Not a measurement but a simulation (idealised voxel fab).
The process module that follows is named voxel self aligned vias.
Cross-sectional view cut (width: 285 nm; square cell size: 5 nm).
Heads up, the way a cross-section reads in here is a grid of square cells, handed over as bands from the top down, with every band being one or more rows of cells. First you get the band's top height and its bottom height, in nm, and then the materials it's made of, left to right, with each width in nm. If you see a single material with "full width", that one covers the band edge to edge. "air" is empty space. For the purposes of this specification, 0 denotes the height below which the wafer in its as-received condition is composed wholly of one material, and the lowermost band, lacking a lower limit, extends downward without end, as expressed in "z 0 and below". The two numbers in a width such as "30 to 40" mark its ends across the band: the first belongs to the top row of cells, the second to the bottom row, and from each row to the next the width moves by the same amount. For the purposes of this document, the phrase "no alterations made" attached to a step denotes that no cell within the cross-section was modified by that step. For the entry "Entrapped voids", the listed items are empty spaces with no open way to the top whose size is 8 cells or more; each item follows the pattern width x height at distance, where distance is from the left edge and all three are in nm. What comes after the settings on a step's line is commentary from the simulator itself on that step. "overlay nm" answers the question of how far to the right of plan the mask lay on a step that has a mask, and when it is negative the answer is to the left.
Steps in the process plan
| 1 | RECEIVE, material Si |
| 2 | CONFORMAL_DEP, material SiO2, thk nm 10 |
| 3 | CONFORMAL_DEP, material SiCN, thk nm 5 |
| 4 | DIRECTIONAL_DEP, material lowk, thk nm 20 |
| 5 | DIRECTIONAL_DEP, material aC, thk nm 15 |
| 6 | PATTERN, tone open, mask id LINES, material resist, width nm 25, pitch nm 55, thk nm 35, overlay nm 0 |
| 7 | DIRECTIONAL_ETCH, etch materials aC, depth nm 15 |
| 8 | STRIP, etch materials resist |
| 9 | DIRECTIONAL_ETCH, etch materials lowk, depth nm 20 |
| 10 | STRIP, etch materials aC |
| 11 | CONFORMAL_DEP, material TiN, thk nm 5 |
| 12 | FILL_DEP, material Ru, thk nm 10 |
| 13 | CMP, height nm 35 |
| 14 | SELECTIVE_ETCH, etch materials W Ru TiN, depth nm 10 |
| 15 | FILL_DEP, material SiN, thk nm 10 |
| 16 | CMP, height nm 35 |
| 17 | DIRECTIONAL_DEP, material lowk, thk nm 15 |
| 18 | DIRECTIONAL_DEP, material aC, thk nm 15 |
| 19 | PATTERN, tone open, mask id VIAS, material resist, width nm 35, pitch nm 110, thk nm 35, overlay nm 0 |
| 20 | DIRECTIONAL_ETCH, etch materials aC, depth nm 15 |
| 21 | STRIP, etch materials resist |
| 22 | DIRECTIONAL_ETCH, etch materials lowk, depth nm 15 |
| 23 | DIRECTIONAL_ETCH, etch materials SiN, depth nm 10 |
| 24 | STRIP, etch materials aC |
| 25 | CONFORMAL_DEP, material TiN, thk nm 5 |
| 26 | FILL_DEP, material W, thk nm 10 |
| 27 | CMP, height nm 50 |
| 28 | CONFORMAL_DEP, material SiN, thk nm 5 |
Wafer at receipt (post step 1), cross-section
> z 0 and below = Si full width
> Entrapped voids: none
The cross-section shown corresponds to the wafer at the conclusion of the module. The initial structure and the process plan are those presented above; however, one mistake occurred in executing the plan
> z 55 to 50 = SiN full width
> z 50 to 40 = lowk 60 nm  TiN 5 nm  W 25 nm  TiN 5 nm  lowk 75 nm  TiN 5 nm  W 25 nm  TiN 5 nm  lowk 80 nm
> z 40 to 35 = lowk 60 nm  TiN 20 nm  W 10 nm  TiN 5 nm  lowk 75 nm  TiN 20 nm  W 10 nm  TiN 5 nm  lowk 80 nm
> z 35 to 30 = lowk 75 nm  TiN 5 nm  W 10 nm  TiN 5 nm  SiN 5 nm  lowk 30 nm  SiN 25 nm  lowk 30 nm  TiN 5 nm  W 10 nm  TiN 5 nm  SiN 5 nm  lowk 75 nm
> z 30 to 25 = lowk 75 nm  TiN 20 nm  SiN 5 nm  lowk 30 nm  SiN 25 nm  lowk 30 nm  TiN 20 nm  SiN 5 nm  lowk 75 nm
> z 25 to 20 = lowk 75 nm  TiN 5 nm  Ru 15 nm  TiN 5 nm  lowk 30 nm  TiN 5 nm  Ru 15 nm  TiN 5 nm  lowk 30 nm  TiN 5 nm  Ru 15 nm  TiN 5 nm  lowk 75 nm
> z 20 to 15 = lowk 75 nm  TiN 25 nm  lowk 30 nm  TiN 25 nm  lowk 30 nm  TiN 25 nm  lowk 75 nm
> z 15 to 10 = SiCN full width
> z 10 to 0 = SiO2 full width
> z 0 and below = Si full width
> Entrapped voids: none
Error vs. plan: step 19 was not run as planned; what actually ran was PATTERN, tone open, mask id VIAS, material resist, width nm 35, pitch nm 110, thk nm 35, overlay nm -10
